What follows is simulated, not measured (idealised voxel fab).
Process module, titled voxel wiring stack
cross-section cut | 205 nm wide | cells 5 nm
Format of a cross-section: grid, square cells. Given as bands. Order: top down. Band: one or more rows of cells. A band entry consists of two parts. The first gives the height of the band's top and the height of its bottom, in nm. The rest lists the band's materials from left to right, each with its width in nm. A single material labelled with the word "edge to edge" fills the band from edge to edge, and the word "air" marks empty space. We count height from 0. Below that, the starting wafer is all one material. The lowest band never ends at the bottom but goes on down; see "top 0, no bottom" for how that is written. Quick explanation for "30->40": the width changes in equal steps down the rows of cells, from the first number in the band's top row to the second number in its bottom row. What does "nothing got changed" mean for a step? It means no cell of the cross-section changed in that step. Empty spaces without an open route to the top, at least 8 cells in extent, make up the entry "Unvented voids"; each is given as width x height at distance, where the distance is measured from the left edge, and all are in nm. Anything after a step's settings on that line? It's the simulator's own note about the step. overlay nm, on a step with a mask: how far to the right of its planned place the mask lay; to the left if negative.
# Process steps foreseen in the plan
1) RECEIVE (material Si)
2) CONFORMAL_DEP (material SiO2; thk nm 10)
3) DIRECTIONAL_DEP (material TiN; thk nm 5)
4) DIRECTIONAL_DEP (material Ru; thk nm 15)
5) MASKED_ETCH (tone cover; mask id METAL_1; width nm 25; pitch nm 45; etch materials Ru; depth nm 15; overlay nm 0)
6) MASKED_ETCH (tone cover; mask id METAL_1; width nm 25; pitch nm 45; etch materials TiN; depth nm 5; overlay nm 0)
7) FILL_DEP (material lowk; thk nm 5)
8) CMP (height nm 30)
9) CONFORMAL_DEP (material SiCN; thk nm 5)
10) DIRECTIONAL_DEP (material lowk; thk nm 35)
11) DIRECTIONAL_DEP (material aC; thk nm 15)
12) PATTERN (tone open; mask id METAL_2_HOLES; material resist; width nm 15; pitch nm 45; thk nm 30; overlay nm 0)
13) DIRECTIONAL_ETCH (etch materials aC; depth nm 15)
14) STRIP (etch materials resist)
15) DIRECTIONAL_ETCH (etch materials lowk; depth nm 35)
16) STRIP (etch materials aC)
17) PATTERN (tone open; mask id METAL_2; material resist; width nm 25; pitch nm 45; thk nm 20; overlay nm 0)
18) DIRECTIONAL_ETCH (etch materials lowk; depth nm 20)
19) DIRECTIONAL_ETCH (etch materials SiCN; depth nm 5)
20) STRIP (etch materials resist)
21) CONFORMAL_DEP (material TiN; thk nm 5)
22) FILL_DEP (material Cu; thk nm 5)
23) CMP (height nm 70)
24) CONFORMAL_DEP (material SiCN; thk nm 5)
25) DIRECTIONAL_DEP (material lowk; thk nm 20)
26) PATTERN (tone open; mask id PLUG_2; material resist; width nm 15; pitch nm 90; thk nm 15; overlay nm 0)
27) DIRECTIONAL_ETCH (etch materials lowk; depth nm 20)
28) DIRECTIONAL_ETCH (etch materials SiCN; depth nm 5)
29) STRIP (etch materials resist)
30) CONFORMAL_DEP (material TiN; thk nm 5)
31) FILL_DEP (material W; thk nm 10)
32) CMP (height nm 95)
33) DIRECTIONAL_DEP (material TiN; thk nm 5)
34) DIRECTIONAL_DEP (material W; thk nm 15)
35) MASKED_ETCH (tone cover; mask id METAL_3; width nm 25; pitch nm 45; etch materials W; depth nm 15; overlay nm 0)
36) MASKED_ETCH (tone cover; mask id METAL_3; width nm 25; pitch nm 45; etch materials TiN; depth nm 5; overlay nm 0)
37) CONFORMAL_DEP (material SiN; thk nm 5)
38) FILL_DEP (material SiO2; thk nm 5)
39) CMP (height nm 115)
40) CONFORMAL_DEP (material SiCN; thk nm 5)
# What follows covers the first of two wafers; it ran as planned
# Received-state cross-section, reflecting completion of step 1
  top 0, no bottom: Si edge to edge
  Unvented voids: none
# Presented here is a cross-section of the wafer after step 2 has been performed
  top 10, bottom 0: SiO2 edge to edge
  Note: structure below 0 unchanged.
# Presented here is a cross-section of the wafer after step 3 has been performed
  top 15, bottom 10: TiN edge to edge
  Note: structure below 10 unchanged.
# Presented here is a cross-section of the wafer after step 4 has been performed
  top 30, bottom 15: Ru edge to edge
  Note: structure below 15 unchanged.
# Presented here is a cross-section of the wafer after step 5 has been performed
  top 30, bottom 15: air (20)  Ru (25)  air (20)  Ru (25)  air (20)  Ru (25)  air (20)  Ru (25)  air (25)
  Note: structure below 15 unchanged.
# Presented here is a cross-section of the wafer after step 6 has been performed
  top 30, bottom 15: air (20)  Ru (25)  air (20)  Ru (25)  air (20)  Ru (25)  air (20)  Ru (25)  air (25)
  top 15, bottom 10: air (20)  TiN (25)  air (20)  TiN (25)  air (20)  TiN (25)  air (20)  TiN (25)  air (25)
  Note: structure below 10 unchanged.
# Presented here is a cross-section of the wafer after step 7 has been performed
  top 35, bottom 30: lowk edge to edge
  top 30, bottom 15: lowk (20)  Ru (25)  lowk (20)  Ru (25)  lowk (20)  Ru (25)  lowk (20)  Ru (25)  lowk (25)
  top 15, bottom 10: lowk (20)  TiN (25)  lowk (20)  TiN (25)  lowk (20)  TiN (25)  lowk (20)  TiN (25)  lowk (25)
  Note: structure below 10 unchanged.
# Presented here is a cross-section of the wafer after step 8 has been performed
  top 30, bottom 15: lowk (20)  Ru (25)  lowk (20)  Ru (25)  lowk (20)  Ru (25)  lowk (20)  Ru (25)  lowk (25)
  Note: structure below 15 unchanged.
# Presented here is a cross-section of the wafer after step 9 has been performed
  top 35, bottom 30: SiCN edge to edge
  Note: structure below 30 unchanged.
# Presented here is a cross-section of the wafer after step 10 has been performed
  top 70, bottom 35: lowk edge to edge
  Note: structure below 35 unchanged.
# Presented here is a cross-section of the wafer after step 11 has been performed
  top 85, bottom 70: aC edge to edge
  Note: structure below 70 unchanged.
# Presented here is a cross-section of the wafer after step 12 has been performed
  top 115, bottom 85: resist (20)  air (15)  resist (30)  air (15)  resist (30)  air (15)  resist (30)  air (15)  resist (35)
  Note: structure below 85 unchanged.
# Presented here is a cross-section of the wafer after step 13 has been performed
  top 100, bottom 85: resist (20)  air (15)  resist (30)  air (15)  resist (30)  air (15)  resist (30)  air (15)  resist (35)
  top 85, bottom 70: aC (20)  air (15)  aC (30)  air (15)  aC (30)  air (15)  aC (30)  air (15)  aC (35)
  Note: structure below 70 unchanged.
# Presented here is a cross-section of the wafer after step 14 has been performed
  top 85, bottom 70: aC (20)  air (15)  aC (30)  air (15)  aC (30)  air (15)  aC (30)  air (15)  aC (35)
  Note: structure below 70 unchanged.
# Presented here is a cross-section of the wafer after step 15 has been performed
  top 85, bottom 70: aC (20)  air (15)  aC (30)  air (15)  aC (30)  air (15)  aC (30)  air (15)  aC (35)
  top 70, bottom 35: lowk (20)  air (15)  lowk (30)  air (15)  lowk (30)  air (15)  lowk (30)  air (15)  lowk (35)
  Note: structure below 35 unchanged.
# Presented here is a cross-section of the wafer after step 16 has been performed
  top 70, bottom 35: lowk (20)  air (15)  lowk (30)  air (15)  lowk (30)  air (15)  lowk (30)  air (15)  lowk (35)
  Note: structure below 35 unchanged.
# Presented here is a cross-section of the wafer after step 17 has been performed
  top 90, bottom 70: resist (20)  air (25)  resist (20)  air (25)  resist (20)  air (25)  resist (20)  air (25)  resist (25)
  Note: structure below 70 unchanged.
# Presented here is a cross-section of the wafer after step 18 has been performed
  top 90, bottom 70: resist (20)  air (25)  resist (20)  air (25)  resist (20)  air (25)  resist (20)  air (25)  resist (25)
  top 70, bottom 50: lowk (20)  air (25)  lowk (20)  air (25)  lowk (20)  air (25)  lowk (20)  air (25)  lowk (25)
  Note: structure below 50 unchanged.
# Presented here is a cross-section of the wafer after step 19 has been performed
  top 90, bottom 70: resist (20)  air (25)  resist (20)  air (25)  resist (20)  air (25)  resist (20)  air (25)  resist (25)
  top 70, bottom 50: lowk (20)  air (25)  lowk (20)  air (25)  lowk (20)  air (25)  lowk (20)  air (25)  lowk (25)
  top 50, bottom 35: lowk (20)  air (15)  lowk (30)  air (15)  lowk (30)  air (15)  lowk (30)  air (15)  lowk (35)
  top 35, bottom 30: SiCN (20)  air (15)  SiCN (30)  air (15)  SiCN (30)  air (15)  SiCN (30)  air (15)  SiCN (35)
  Note: structure below 30 unchanged.
# Presented here is a cross-section of the wafer after step 20 has been performed
  top 70, bottom 50: lowk (20)  air (25)  lowk (20)  air (25)  lowk (20)  air (25)  lowk (20)  air (25)  lowk (25)
  Note: structure below 50 unchanged.
# Presented here is a cross-section of the wafer after step 21 has been performed
  top 75, bottom 70: TiN (25)  air (15)  TiN (30)  air (15)  TiN (30)  air (15)  TiN (30)  air (15)  TiN (30)
  top 70, bottom 55: lowk (20)  TiN (5)  air (15)  TiN (5)  lowk (20)  TiN (5)  air (15)  TiN (5)  lowk (20)  TiN (5)  air (15)  TiN (5)  lowk (20)  TiN (5)  air (15)  TiN (5)  lowk (25)
  top 55, bottom 50: lowk (20)  TiN (5)  air (5)  TiN (15)  lowk (20)  TiN (5)  air (5)  TiN (15)  lowk (20)  TiN (5)  air (5)  TiN (15)  lowk (20)  TiN (5)  air (5)  TiN (15)  lowk (25)
  top 50, bottom 35: lowk (20)  TiN (5)  air (5)  TiN (5)  lowk (30)  TiN (5)  air (5)  TiN (5)  lowk (30)  TiN (5)  air (5)  TiN (5)  lowk (30)  TiN (5)  air (5)  TiN (5)  lowk (35)
  top 35, bottom 30: SiCN (20)  TiN (15)  SiCN (30)  TiN (15)  SiCN (30)  TiN (15)  SiCN (30)  TiN (15)  SiCN (35)
  Note: structure below 30 unchanged.
# Presented here is a cross-section of the wafer after step 22 has been performed
  top 80, bottom 75: Cu edge to edge
  top 75, bottom 70: TiN (25)  Cu (15)  TiN (30)  Cu (15)  TiN (30)  Cu (15)  TiN (30)  Cu (15)  TiN (30)
  top 70, bottom 55: lowk (20)  TiN (5)  Cu (15)  TiN (5)  lowk (20)  TiN (5)  Cu (15)  TiN (5)  lowk (20)  TiN (5)  Cu (15)  TiN (5)  lowk (20)  TiN (5)  Cu (15)  TiN (5)  lowk (25)
  top 55, bottom 50: lowk (20)  TiN (5)  Cu (5)  TiN (15)  lowk (20)  TiN (5)  Cu (5)  TiN (15)  lowk (20)  TiN (5)  Cu (5)  TiN (15)  lowk (20)  TiN (5)  Cu (5)  TiN (15)  lowk (25)
  top 50, bottom 35: lowk (20)  TiN (5)  Cu (5)  TiN (5)  lowk (30)  TiN (5)  Cu (5)  TiN (5)  lowk (30)  TiN (5)  Cu (5)  TiN (5)  lowk (30)  TiN (5)  Cu (5)  TiN (5)  lowk (35)
  Note: structure below 35 unchanged.
# Presented here is a cross-section of the wafer after step 23 has been performed
  top 70, bottom 55: lowk (20)  TiN (5)  Cu (15)  TiN (5)  lowk (20)  TiN (5)  Cu (15)  TiN (5)  lowk (20)  TiN (5)  Cu (15)  TiN (5)  lowk (20)  TiN (5)  Cu (15)  TiN (5)  lowk (25)
  Note: structure below 55 unchanged.
# Presented here is a cross-section of the wafer after step 24 has been performed
  top 75, bottom 70: SiCN edge to edge
  Note: structure below 70 unchanged.
# Presented here is a cross-section of the wafer after step 25 has been performed
  top 95, bottom 75: lowk edge to edge
  Note: structure below 75 unchanged.
# Presented here is a cross-section of the wafer after step 26 has been performed
  top 110, bottom 95: resist (20)  air (15)  resist (75)  air (15)  resist (80)
  Note: structure below 95 unchanged.
# Presented here is a cross-section of the wafer after step 27 has been performed
  top 110, bottom 95: resist (20)  air (15)  resist (75)  air (15)  resist (80)
  top 95, bottom 75: lowk (20)  air (15)  lowk (75)  air (15)  lowk (80)
  Note: structure below 75 unchanged.
# Presented here is a cross-section of the wafer after step 28 has been performed
  top 110, bottom 95: resist (20)  air (15)  resist (75)  air (15)  resist (80)
  top 95, bottom 75: lowk (20)  air (15)  lowk (75)  air (15)  lowk (80)
  top 75, bottom 70: SiCN (20)  air (15)  SiCN (75)  air (15)  SiCN (80)
  Note: structure below 70 unchanged.
# Presented here is a cross-section of the wafer after step 29 has been performed
  top 95, bottom 75: lowk (20)  air (15)  lowk (75)  air (15)  lowk (80)
  Note: structure below 75 unchanged.
# Presented here is a cross-section of the wafer after step 30 has been performed
  top 100, bottom 95: TiN (25)  air (5)  TiN (85)  air (5)  TiN (85)
  top 95, bottom 75: lowk (20)  TiN (5)  air (5)  TiN (5)  lowk (75)  TiN (5)  air (5)  TiN (5)  lowk (80)
  top 75, bottom 70: SiCN (20)  TiN (15)  SiCN (75)  TiN (15)  SiCN (80)
  Note: structure below 70 unchanged.
# Presented here is a cross-section of the wafer after step 31 has been performed
  top 110, bottom 100: W edge to edge
  top 100, bottom 95: TiN (25)  W (5)  TiN (85)  W (5)  TiN (85)
  top 95, bottom 75: lowk (20)  TiN (5)  W (5)  TiN (5)  lowk (75)  TiN (5)  W (5)  TiN (5)  lowk (80)
  Note: structure below 75 unchanged.
# Presented here is a cross-section of the wafer after step 32 has been performed
  top 95, bottom 75: lowk (20)  TiN (5)  W (5)  TiN (5)  lowk (75)  TiN (5)  W (5)  TiN (5)  lowk (80)
  Note: structure below 75 unchanged.
# Presented here is a cross-section of the wafer after step 33 has been performed
  top 100, bottom 95: TiN edge to edge
  Note: structure below 95 unchanged.
# Presented here is a cross-section of the wafer after step 34 has been performed
  top 115, bottom 100: W edge to edge
  Note: structure below 100 unchanged.
# Presented here is a cross-section of the wafer after step 35 has been performed
  top 115, bottom 100: air (20)  W (25)  air (20)  W (25)  air (20)  W (25)  air (20)  W (25)  air (25)
  Note: structure below 100 unchanged.
# Presented here is a cross-section of the wafer after step 36 has been performed
  top 115, bottom 100: air (20)  W (25)  air (20)  W (25)  air (20)  W (25)  air (20)  W (25)  air (25)
  top 100, bottom 95: air (20)  TiN (25)  air (20)  TiN (25)  air (20)  TiN (25)  air (20)  TiN (25)  air (25)
  Note: structure below 95 unchanged.
# Presented here is a cross-section of the wafer after step 37 has been performed
  top 120, bottom 115: air (15)  SiN (35)  air (10)  SiN (35)  air (10)  SiN (35)  air (10)  SiN (35)  air (20)
  top 115, bottom 100: air (15)  SiN (5)  W (25)  SiN (5)  air (10)  SiN (5)  W (25)  SiN (5)  air (10)  SiN (5)  W (25)  SiN (5)  air (10)  SiN (5)  W (25)  SiN (5)  air (20)
  top 100, bottom 95: SiN (20)  TiN (25)  SiN (20)  TiN (25)  SiN (20)  TiN (25)  SiN (20)  TiN (25)  SiN (25)
  Note: structure below 95 unchanged.
# Presented here is a cross-section of the wafer after step 38 has been performed
  top 125, bottom 120: SiO2 edge to edge
  top 120, bottom 115: SiO2 (15)  SiN (35)  SiO2 (10)  SiN (35)  SiO2 (10)  SiN (35)  SiO2 (10)  SiN (35)  SiO2 (20)
  top 115, bottom 100: SiO2 (15)  SiN (5)  W (25)  SiN (5)  SiO2 (10)  SiN (5)  W (25)  SiN (5)  SiO2 (10)  SiN (5)  W (25)  SiN (5)  SiO2 (10)  SiN (5)  W (25)  SiN (5)  SiO2 (20)
  Note: structure below 100 unchanged.
# Presented here is a cross-section of the wafer after step 39 has been performed
  top 115, bottom 100: SiO2 (15)  SiN (5)  W (25)  SiN (5)  SiO2 (10)  SiN (5)  W (25)  SiN (5)  SiO2 (10)  SiN (5)  W (25)  SiN (5)  SiO2 (10)  SiN (5)  W (25)  SiN (5)  SiO2 (20)
  Note: structure below 100 unchanged.
# Presented here is a cross-section of the wafer after step 40 has been performed
  top 120, bottom 115: SiCN edge to edge
  Note: structure below 115 unchanged.
# Second wafer. Start and plan as for the first. One mistake made in running. Agrees with the first up to and including step 1
# Cross-section of the second wafer when, according to plan, step 2 should have finished
  top 5, bottom 0: SiO2 edge to edge
  Note: structure below 0 unchanged.
# Cross-section of the second wafer when, according to plan, step 3 should have finished
  top 10, bottom 5: TiN edge to edge
  Note: structure below 5 unchanged.
# Cross-section of the second wafer when, according to plan, step 4 should have finished
  top 25, bottom 10: Ru edge to edge
  Note: structure below 10 unchanged.
# Cross-section of the second wafer when, according to plan, step 5 should have finished
  top 25, bottom 10: air (20)  Ru (25)  air (20)  Ru (25)  air (20)  Ru (25)  air (20)  Ru (25)  air (25)
  Note: structure below 10 unchanged.
# Cross-section of the second wafer when, according to plan, step 6 should have finished
  top 25, bottom 10: air (20)  Ru (25)  air (20)  Ru (25)  air (20)  Ru (25)  air (20)  Ru (25)  air (25)
  top 10, bottom 5: air (20)  TiN (25)  air (20)  TiN (25)  air (20)  TiN (25)  air (20)  TiN (25)  air (25)
  Note: structure below 5 unchanged.
# Cross-section of the second wafer when, according to plan, step 7 should have finished
  top 30, bottom 25: lowk edge to edge
  top 25, bottom 10: lowk (20)  Ru (25)  lowk (20)  Ru (25)  lowk (20)  Ru (25)  lowk (20)  Ru (25)  lowk (25)
  top 10, bottom 5: lowk (20)  TiN (25)  lowk (20)  TiN (25)  lowk (20)  TiN (25)  lowk (20)  TiN (25)  lowk (25)
  Note: structure below 5 unchanged.
Cross-section of the second wafer when, according to plan, step 8 should have finished: nothing got changed
# Cross-section of the second wafer when, according to plan, step 9 should have finished
  top 35, bottom 30: SiCN edge to edge
  Note: structure below 30 unchanged.
# Cross-section of the second wafer when, according to plan, step 10 should have finished
  top 70, bottom 35: lowk edge to edge
  Note: structure below 35 unchanged.
# Cross-section of the second wafer when, according to plan, step 11 should have finished
  top 85, bottom 70: aC edge to edge
  Note: structure below 70 unchanged.
# Cross-section of the second wafer when, according to plan, step 12 should have finished
  top 115, bottom 85: resist (20)  air (15)  resist (30)  air (15)  resist (30)  air (15)  resist (30)  air (15)  resist (35)
  Note: structure below 85 unchanged.
# Cross-section of the second wafer when, according to plan, step 13 should have finished
  top 100, bottom 85: resist (20)  air (15)  resist (30)  air (15)  resist (30)  air (15)  resist (30)  air (15)  resist (35)
  top 85, bottom 70: aC (20)  air (15)  aC (30)  air (15)  aC (30)  air (15)  aC (30)  air (15)  aC (35)
  Note: structure below 70 unchanged.
# Cross-section of the second wafer when, according to plan, step 14 should have finished
  top 85, bottom 70: aC (20)  air (15)  aC (30)  air (15)  aC (30)  air (15)  aC (30)  air (15)  aC (35)
  Note: structure below 70 unchanged.
# Cross-section of the second wafer when, according to plan, step 15 should have finished
  top 85, bottom 70: aC (20)  air (15)  aC (30)  air (15)  aC (30)  air (15)  aC (30)  air (15)  aC (35)
  top 70, bottom 35: lowk (20)  air (15)  lowk (30)  air (15)  lowk (30)  air (15)  lowk (30)  air (15)  lowk (35)
  Note: structure below 35 unchanged.
# Cross-section of the second wafer when, according to plan, step 16 should have finished
  top 70, bottom 35: lowk (20)  air (15)  lowk (30)  air (15)  lowk (30)  air (15)  lowk (30)  air (15)  lowk (35)
  Note: structure below 35 unchanged.
# Cross-section of the second wafer when, according to plan, step 17 should have finished
  top 90, bottom 70: resist (20)  air (25)  resist (20)  air (25)  resist (20)  air (25)  resist (20)  air (25)  resist (25)
  Note: structure below 70 unchanged.
# Cross-section of the second wafer when, according to plan, step 18 should have finished
  top 90, bottom 70: resist (20)  air (25)  resist (20)  air (25)  resist (20)  air (25)  resist (20)  air (25)  resist (25)
  top 70, bottom 50: lowk (20)  air (25)  lowk (20)  air (25)  lowk (20)  air (25)  lowk (20)  air (25)  lowk (25)
  Note: structure below 50 unchanged.
# Cross-section of the second wafer when, according to plan, step 19 should have finished
  top 90, bottom 70: resist (20)  air (25)  resist (20)  air (25)  resist (20)  air (25)  resist (20)  air (25)  resist (25)
  top 70, bottom 50: lowk (20)  air (25)  lowk (20)  air (25)  lowk (20)  air (25)  lowk (20)  air (25)  lowk (25)
  top 50, bottom 35: lowk (20)  air (15)  lowk (30)  air (15)  lowk (30)  air (15)  lowk (30)  air (15)  lowk (35)
  top 35, bottom 30: SiCN (20)  air (15)  SiCN (30)  air (15)  SiCN (30)  air (15)  SiCN (30)  air (15)  SiCN (35)
  Note: structure below 30 unchanged.
# Cross-section of the second wafer when, according to plan, step 20 should have finished
  top 70, bottom 50: lowk (20)  air (25)  lowk (20)  air (25)  lowk (20)  air (25)  lowk (20)  air (25)  lowk (25)
  Note: structure below 50 unchanged.
# Cross-section of the second wafer when, according to plan, step 21 should have finished
  top 75, bottom 70: TiN (25)  air (15)  TiN (30)  air (15)  TiN (30)  air (15)  TiN (30)  air (15)  TiN (30)
  top 70, bottom 55: lowk (20)  TiN (5)  air (15)  TiN (5)  lowk (20)  TiN (5)  air (15)  TiN (5)  lowk (20)  TiN (5)  air (15)  TiN (5)  lowk (20)  TiN (5)  air (15)  TiN (5)  lowk (25)
  top 55, bottom 50: lowk (20)  TiN (5)  air (5)  TiN (15)  lowk (20)  TiN (5)  air (5)  TiN (15)  lowk (20)  TiN (5)  air (5)  TiN (15)  lowk (20)  TiN (5)  air (5)  TiN (15)  lowk (25)
  top 50, bottom 35: lowk (20)  TiN (5)  air (5)  TiN (5)  lowk (30)  TiN (5)  air (5)  TiN (5)  lowk (30)  TiN (5)  air (5)  TiN (5)  lowk (30)  TiN (5)  air (5)  TiN (5)  lowk (35)
  top 35, bottom 30: SiCN (20)  TiN (15)  SiCN (30)  TiN (15)  SiCN (30)  TiN (15)  SiCN (30)  TiN (15)  SiCN (35)
  Note: structure below 30 unchanged.
# Cross-section of the second wafer when, according to plan, step 22 should have finished
  top 80, bottom 75: Cu edge to edge
  top 75, bottom 70: TiN (25)  Cu (15)  TiN (30)  Cu (15)  TiN (30)  Cu (15)  TiN (30)  Cu (15)  TiN (30)
  top 70, bottom 55: lowk (20)  TiN (5)  Cu (15)  TiN (5)  lowk (20)  TiN (5)  Cu (15)  TiN (5)  lowk (20)  TiN (5)  Cu (15)  TiN (5)  lowk (20)  TiN (5)  Cu (15)  TiN (5)  lowk (25)
  top 55, bottom 50: lowk (20)  TiN (5)  Cu (5)  TiN (15)  lowk (20)  TiN (5)  Cu (5)  TiN (15)  lowk (20)  TiN (5)  Cu (5)  TiN (15)  lowk (20)  TiN (5)  Cu (5)  TiN (15)  lowk (25)
  top 50, bottom 35: lowk (20)  TiN (5)  Cu (5)  TiN (5)  lowk (30)  TiN (5)  Cu (5)  TiN (5)  lowk (30)  TiN (5)  Cu (5)  TiN (5)  lowk (30)  TiN (5)  Cu (5)  TiN (5)  lowk (35)
  Note: structure below 35 unchanged.
# Cross-section of the second wafer when, according to plan, step 23 should have finished
  top 70, bottom 55: lowk (20)  TiN (5)  Cu (15)  TiN (5)  lowk (20)  TiN (5)  Cu (15)  TiN (5)  lowk (20)  TiN (5)  Cu (15)  TiN (5)  lowk (20)  TiN (5)  Cu (15)  TiN (5)  lowk (25)
  Note: structure below 55 unchanged.
# Cross-section of the second wafer when, according to plan, step 24 should have finished
  top 75, bottom 70: SiCN edge to edge
  Note: structure below 70 unchanged.
# Cross-section of the second wafer when, according to plan, step 25 should have finished
  top 95, bottom 75: lowk edge to edge
  Note: structure below 75 unchanged.
# Cross-section of the second wafer when, according to plan, step 26 should have finished
  top 110, bottom 95: resist (20)  air (15)  resist (75)  air (15)  resist (80)
  Note: structure below 95 unchanged.
# Cross-section of the second wafer when, according to plan, step 27 should have finished
  top 110, bottom 95: resist (20)  air (15)  resist (75)  air (15)  resist (80)
  top 95, bottom 75: lowk (20)  air (15)  lowk (75)  air (15)  lowk (80)
  Note: structure below 75 unchanged.
# Cross-section of the second wafer when, according to plan, step 28 should have finished
  top 110, bottom 95: resist (20)  air (15)  resist (75)  air (15)  resist (80)
  top 95, bottom 75: lowk (20)  air (15)  lowk (75)  air (15)  lowk (80)
  top 75, bottom 70: SiCN (20)  air (15)  SiCN (75)  air (15)  SiCN (80)
  Note: structure below 70 unchanged.
# Cross-section of the second wafer when, according to plan, step 29 should have finished
  top 95, bottom 75: lowk (20)  air (15)  lowk (75)  air (15)  lowk (80)
  Note: structure below 75 unchanged.
# Cross-section of the second wafer when, according to plan, step 30 should have finished
  top 100, bottom 95: TiN (25)  air (5)  TiN (85)  air (5)  TiN (85)
  top 95, bottom 75: lowk (20)  TiN (5)  air (5)  TiN (5)  lowk (75)  TiN (5)  air (5)  TiN (5)  lowk (80)
  top 75, bottom 70: SiCN (20)  TiN (15)  SiCN (75)  TiN (15)  SiCN (80)
  Note: structure below 70 unchanged.
# Cross-section of the second wafer when, according to plan, step 31 should have finished
  top 110, bottom 100: W edge to edge
  top 100, bottom 95: TiN (25)  W (5)  TiN (85)  W (5)  TiN (85)
  top 95, bottom 75: lowk (20)  TiN (5)  W (5)  TiN (5)  lowk (75)  TiN (5)  W (5)  TiN (5)  lowk (80)
  Note: structure below 75 unchanged.
# Cross-section of the second wafer when, according to plan, step 32 should have finished
  top 95, bottom 75: lowk (20)  TiN (5)  W (5)  TiN (5)  lowk (75)  TiN (5)  W (5)  TiN (5)  lowk (80)
  Note: structure below 75 unchanged.
# Cross-section of the second wafer when, according to plan, step 33 should have finished
  top 100, bottom 95: TiN edge to edge
  Note: structure below 95 unchanged.
# Cross-section of the second wafer when, according to plan, step 34 should have finished
  top 115, bottom 100: W edge to edge
  Note: structure below 100 unchanged.
# Cross-section of the second wafer when, according to plan, step 35 should have finished
  top 115, bottom 100: air (20)  W (25)  air (20)  W (25)  air (20)  W (25)  air (20)  W (25)  air (25)
  Note: structure below 100 unchanged.
# Cross-section of the second wafer when, according to plan, step 36 should have finished
  top 115, bottom 100: air (20)  W (25)  air (20)  W (25)  air (20)  W (25)  air (20)  W (25)  air (25)
  top 100, bottom 95: air (20)  TiN (25)  air (20)  TiN (25)  air (20)  TiN (25)  air (20)  TiN (25)  air (25)
  Note: structure below 95 unchanged.
# Cross-section of the second wafer when, according to plan, step 37 should have finished
  top 120, bottom 115: air (15)  SiN (35)  air (10)  SiN (35)  air (10)  SiN (35)  air (10)  SiN (35)  air (20)
  top 115, bottom 100: air (15)  SiN (5)  W (25)  SiN (5)  air (10)  SiN (5)  W (25)  SiN (5)  air (10)  SiN (5)  W (25)  SiN (5)  air (10)  SiN (5)  W (25)  SiN (5)  air (20)
  top 100, bottom 95: SiN (20)  TiN (25)  SiN (20)  TiN (25)  SiN (20)  TiN (25)  SiN (20)  TiN (25)  SiN (25)
  Note: structure below 95 unchanged.
# Cross-section of the second wafer when, according to plan, step 38 should have finished
  top 125, bottom 120: SiO2 edge to edge
  top 120, bottom 115: SiO2 (15)  SiN (35)  SiO2 (10)  SiN (35)  SiO2 (10)  SiN (35)  SiO2 (10)  SiN (35)  SiO2 (20)
  top 115, bottom 100: SiO2 (15)  SiN (5)  W (25)  SiN (5)  SiO2 (10)  SiN (5)  W (25)  SiN (5)  SiO2 (10)  SiN (5)  W (25)  SiN (5)  SiO2 (10)  SiN (5)  W (25)  SiN (5)  SiO2 (20)
  Note: structure below 100 unchanged.
# Cross-section of the second wafer when, according to plan, step 39 should have finished
  top 115, bottom 100: SiO2 (15)  SiN (5)  W (25)  SiN (5)  SiO2 (10)  SiN (5)  W (25)  SiN (5)  SiO2 (10)  SiN (5)  W (25)  SiN (5)  SiO2 (10)  SiN (5)  W (25)  SiN (5)  SiO2 (20)
  Note: structure below 100 unchanged.
# Cross-section of the second wafer when, according to plan, step 40 should have finished
  top 120, bottom 115: SiCN edge to edge
  Note: structure below 115 unchanged.
Where did the run depart from the plan? step 2: run off-plan, actual operation and settings CONFORMAL_DEP (material SiO2; thk nm 5)
End check, counted in cells, second wafer has more or fewer of these materials than the first: SiO2 -41; lowk +41
